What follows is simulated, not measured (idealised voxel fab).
Process module name: voxel trench capacitor
Section shown: cut. Width: 275 nm. Cell size: 5 nm, square.
We lay out every cross-section as a grid of square cells and spell it out in bands from the top down, where one band means one or more rows of cells.
What a band's entry tells you: where the top is and where the bottom is, as heights in nm, and after that what lies inside, material by material from left to right, each with its width in nm. Empty space is written as the word "air", and a single material marked with the word "all across" occupies the band from edge to edge.
Height 0 is the level under which the wafer as received is all one material. The lowest band goes on downwards, as in "from 0 down".
Width spec "30->40" -> top row of cells at first value, bottom row at second value, equal per-row change in between.
"everything unchanged" (step): cross-section cells unchanged, all of them.
Empty spaces counting at least 8 cells and having no open way to the top are listed in "Closed void list". The notation width x height at distance is used for each, the distance being from the left edge and all three values in nm.
On a step's line, text after the settings is the simulator commenting on that step.
When a step includes a mask, the "overlay nm" setting on its line states how far to the right of its planned place that mask lay, and negative values state how far to the left.
## Planned step list for the process
- 1: RECEIVE: material Si
- 2: CONFORMAL_DEP: material SiN, thk nm 5
- 3: PATTERN: tone open, mask id TRENCH, material resist, width nm 30, pitch nm 50, thk nm 15, overlay nm 0
- 4: DIRECTIONAL_ETCH: etch materials SiN, depth nm 5
- 5: DIRECTIONAL_ETCH: etch materials Si, depth nm 25
- 6: STRIP: etch materials resist
- 7: CONFORMAL_DEP: material HfO2, thk nm 5
- 8: CONFORMAL_DEP: material TiN, thk nm 5
- 9: FILL_DEP: material W, thk nm 10
- 10: CMP: height nm 5
## Cross-section of the wafer as it came to us, i.e., already through step 1
* from 0 down  Si all across
* Closed void list: none
## Below is the wafer in cross-section after the module was completed. It began from the starting point shown above and followed the plan shown above, except that one mistake was made while running it
* from 5 to 0  95 SiN, 5 TiN, 20 W, 5 TiN, 20 SiN, 5 TiN, 20 W, 5 TiN, 100 SiN
* from 0 to -20  95 Si, 5 TiN, 20 W, 5 TiN, 20 Si, 5 TiN, 20 W, 5 TiN, 100 Si
* from -20 to -25  95 Si, 30 TiN, 20 Si, 30 TiN, 100 Si
* from -25 down  Si all across
* Closed void list: none
Against the plan, the run slipped here: step 7 in the plan did not get run; it was skipped
